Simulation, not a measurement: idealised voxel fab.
process module | voxel released beams
cross-section cut | 180 nm wide | cells 5 nm
A cross-section is a grid of square cells, given in bands from the top down. A band is one or more rows of cells.
Each band's line starts with the height of the band's top and of its bottom, in nm. Then come its materials from left to right, each with its width in nm. One material with "throughout" fills the band from edge to edge. "air" is empty space.
Height 0 is the level under which the wafer as received is all one material. The lowest band goes on downwards, as in "0 down".
A width such as "30 to 40" changes by the same amount from each row of cells to the next, from the band's top row to its bottom row.
"no change" after a step means that no cell of the cross-section changed.
closed voids: empty space of 8 cells or more with no open way to the top, each as width x height at its distance from the left edge, in nm
after a step's settings: what the simulator itself notes on the step
overlay nm, on a step with a mask: how far to the right of its planned place the mask lay; to the left if negative
plan
1 op RECEIVE | material Si
2 op CONFORMAL_DEP | material Al2O3 | thk nm 10
3 op DIRECTIONAL_DEP | material SiO2 | thk nm 10
4 op PATTERN | tone open | mask id ANCHOR | material resist | width nm 30 | thk nm 15 | overlay nm 0
5 op DIRECTIONAL_ETCH | etch materials SiO2 | depth nm 10
6 op STRIP | etch materials resist
7 op CONFORMAL_DEP | material SiN | thk nm 10
8 op PATTERN | tone cover | mask id BEAM | material resist | width nm 100 | thk nm 20 | overlay nm 0
9 op DIRECTIONAL_ETCH | etch materials SiN | depth nm 10
10 op STRIP | etch materials resist
11 op STRIP | etch materials SiO2
as received, after step 1
  0 down: Si throughout
  closed voids: none
first wafer at the end, as planned
  30 to 20: air 35 | SiN 15 | air 10 | SiN 75 | air 45
  20 to 10: air 40 | SiN 30 | air 110
  10 to 0: Al2O3 throughout
  0 down: Si throughout
  closed voids: none
second wafer at the end: like start, like plan, one mistake
  25 to 15: air 35 to 40 | SiN 10 to 5 | air 20 | SiN 70 to 5 | air 45 to 110
  15 to 10: air 40 | SiN 30 | air 110
  10 to 0: Al2O3 throughout
  0 down: Si throughout
  closed voids: none
what went wrong: step 7 ran as: op CONFORMAL_DEP | material SiN | thk nm 5
at the end the second wafer has, in cells: 24 fewer of SiN
